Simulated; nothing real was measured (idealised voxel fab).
The process module that follows is named voxel wiring stack.
cross-section cut | 265 nm wide | cells 5 nm
Reading order for cross-sections: top band down to bottom band. Underlying form: a grid of square cells. Band size: one or more rows of cells. Look at the band entry: it leads with the top's height and the bottom's height in nm. Then it lists the materials left to right, with a width in nm for each. The word "all across" on a single material says that material fills the band edge to edge. The word "blank" is empty space. Height 0 is the level under which the wafer as received is all one material. The lowest band goes on downwards, as in "0 nm and below". Per-row width for "30->40": begins at first number (top row of band), ends at second number (bottom row), increment between rows held constant. Where the words "no change occurred" appear for a step, the cross-section shows no cell changed by that step; every cell remained as before. Closed cavity list: empty space of 8 cells or more with no open way to the top, each as width x height at its distance from the left edge, in nm. Formally, on a step line, whatever follows the settings is a remark that the simulator itself makes on the step. overlay nm: right-of-plan distance of the mask on a masked step; negative values mean left-of-plan.

## Listed below are the process steps as planned
1) op RECEIVE | material Si
2) op CONFORMAL_DEP | material SiO2 | thk nm 15
3) op CONFORMAL_DEP | material SiN | thk nm 5
4) op DIRECTIONAL_DEP | material SiO2 | thk nm 15
5) op PATTERN | tone open | mask id METAL_1 | material resist | width nm 20 | pitch nm 40 | thk nm 20 | overlay nm 0
6) op DIRECTIONAL_ETCH | etch materials SiO2 | depth nm 15
7) op DIRECTIONAL_ETCH | etch materials SiN | depth nm 5
8) op STRIP | etch materials resist
9) op CONFORMAL_DEP | material TiN | thk nm 5
10) op FILL_DEP | material Ru | thk nm 10
11) op CMP | height nm 35
12) op EPI | material Ru | thk nm 5
13) op FILL_DEP | material SiCN | thk nm 5
14) op DIRECTIONAL_DEP | material SiO2 | thk nm 20
15) op PATTERN | tone open | mask id PLUG_1 | material resist | width nm 15 | pitch nm 40 | thk nm 20 | overlay nm 0
16) op DIRECTIONAL_ETCH | etch materials SiO2 | depth nm 20
17) op DIRECTIONAL_ETCH | etch materials SiCN | depth nm 5
18) op STRIP | etch materials resist
19) op CONFORMAL_DEP | material TiN | thk nm 5
20) op FILL_DEP | material W | thk nm 10
21) op CMP | height nm 65
22) op DIRECTIONAL_DEP | material TiN | thk nm 5
23) op DIRECTIONAL_DEP | material W | thk nm 20
24) op MASKED_ETCH | tone cover | mask id METAL_2 | width nm 20 | pitch nm 40 | etch materials W | depth nm 20 | overlay nm 0
25) op MASKED_ETCH | tone cover | mask id METAL_2 | width nm 20 | pitch nm 40 | etch materials TiN | depth nm 5 | overlay nm 0
26) op CONFORMAL_DEP | material SiN | thk nm 5
27) op FILL_DEP | material SiO2 | thk nm 5
28) op CMP | height nm 90
29) op CONFORMAL_DEP | material SiCN | thk nm 5
30) op DIRECTIONAL_DEP | material SiO2 | thk nm 30
31) op PATTERN | tone open | mask id METAL_3 | material resist | width nm 20 | pitch nm 40 | thk nm 15 | overlay nm 0
32) op DIRECTIONAL_ETCH | etch materials SiO2 | depth nm 15
33) op STRIP | etch materials resist
34) op PATTERN | tone open | mask id METAL_3_HOLES | material resist | width nm 15 | pitch nm 40 | thk nm 15 | overlay nm 0
35) op DIRECTIONAL_ETCH | etch materials SiO2 | depth nm 15
36) op DIRECTIONAL_ETCH | etch materials SiCN | depth nm 5
37) op STRIP | etch materials resist
38) op CONFORMAL_DEP | material TiN | thk nm 5
39) op FILL_DEP | material Cu | thk nm 5
40) op CMP | height nm 125
41) op CONFORMAL_DEP | material SiN | thk nm 5

## As received (post step 1): cross-section
* 0 nm and below: Si all across
* Closed cavity list: none

## The first of the two wafers as seen in cross-section once the module was finished; processing followed the plan
* 130 nm to 125 nm: SiN all across
* 125 nm to 115 nm: SiO2 (100) / TiN (5) / Cu (10) / TiN (5) / SiO2 (20) / TiN (5) / Cu (10) / TiN (5) / SiO2 (105)
* 115 nm to 110 nm: SiO2 (100) / TiN (5) / Cu (5) / TiN (10) / SiO2 (20) / TiN (5) / Cu (5) / TiN (10) / SiO2 (105)
* 110 nm to 95 nm: SiO2 (100) / TiN (5) / Cu (5) / TiN (5) / SiO2 (25) / TiN (5) / Cu (5) / TiN (5) / SiO2 (110)
* 95 nm to 90 nm: SiCN (100) / TiN (15) / SiCN (25) / TiN (15) / SiCN (110)
* 90 nm to 70 nm: SiO2 (95) / SiN (5) / W (20) / SiN (5) / SiO2 (10) / SiN (5) / W (20) / SiN (5) / SiO2 (100)
* 70 nm to 65 nm: SiN (100) / TiN (20) / SiN (20) / TiN (20) / SiN (105)
* 65 nm to 45 nm: SiO2 (100) / TiN (5) / W (5) / TiN (5) / SiO2 (25) / TiN (5) / W (5) / TiN (5) / SiO2 (110)
* 45 nm to 40 nm: SiCN (100) / TiN (15) / SiCN (25) / TiN (15) / SiCN (110)
* 40 nm to 35 nm: SiCN (95) / Ru (30) / SiCN (10) / Ru (30) / SiCN (100)
* 35 nm to 20 nm: SiO2 (100) / TiN (5) / Ru (10) / TiN (5) / SiO2 (20) / TiN (5) / Ru (10) / TiN (5) / SiO2 (105)
* 20 nm to 15 nm: SiN (100) / TiN (20) / SiN (20) / TiN (20) / SiN (105)
* 15 nm to 0 nm: SiO2 all across
* 0 nm and below: Si all across
* Closed cavity list: none

## Here is the second of the two wafers cut open at the end of the module - same start, same plan as the first one, but we made one mistake running it
* 130 nm to 125 nm: SiN all across
* 125 nm to 115 nm: SiO2 (100) / TiN (5) / Cu (10) / TiN (5) / SiO2 (20) / TiN (5) / Cu (10) / TiN (5) / SiO2 (105)
* 115 nm to 110 nm: SiO2 (100) / TiN (5) / Cu (5) / TiN (10) / SiO2 (20) / TiN (5) / Cu (5) / TiN (10) / SiO2 (105)
* 110 nm to 95 nm: SiO2 (100) / TiN (5) / Cu (5) / TiN (5) / SiO2 (25) / TiN (5) / Cu (5) / TiN (5) / SiO2 (110)
* 95 nm to 90 nm: SiCN (100) / TiN (15) / SiCN (25) / TiN (15) / SiCN (110)
* 90 nm to 70 nm: SiO2 (95) / SiN (5) / W (20) / SiN (5) / SiO2 (10) / SiN (5) / W (20) / SiN (5) / SiO2 (100)
* 70 nm to 65 nm: SiN (100) / TiN (20) / SiN (20) / TiN (20) / SiN (105)
* 65 nm to 45 nm: SiO2 (100) / TiN (5) / W (5) / TiN (5) / SiO2 (25) / TiN (5) / W (5) / TiN (5) / SiO2 (110)
* 45 nm to 40 nm: SiCN (100) / TiN (15) / SiCN (25) / TiN (15) / SiCN (110)
* 40 nm to 35 nm: Ru (105) / SiCN (10) / Ru (30) / SiCN (10) / Ru (110)
* 35 nm to 20 nm: Ru (95) / TiN (5) / SiO2 (20) / TiN (5) / Ru (10) / TiN (5) / SiO2 (20) / TiN (5) / Ru (100)
* 20 nm to 15 nm: TiN (100) / SiN (20) / TiN (20) / SiN (20) / TiN (105)
* 15 nm to 0 nm: SiO2 all across
* 0 nm and below: Si all across
* Closed cavity list: none
Deviation from plan: step 5 ran with different settings than intended, the actual operation and settings being op PATTERN | tone cover | mask id METAL_1 | material resist | width nm 20 | pitch nm 40 | thk nm 20 | overlay nm 0
Wafer comparison, final, in cells, second relative to first, materials more or fewer: 148 more of Ru; 37 fewer of SiCN; 37 fewer of SiN; 111 fewer of SiO2; 37 more of TiN
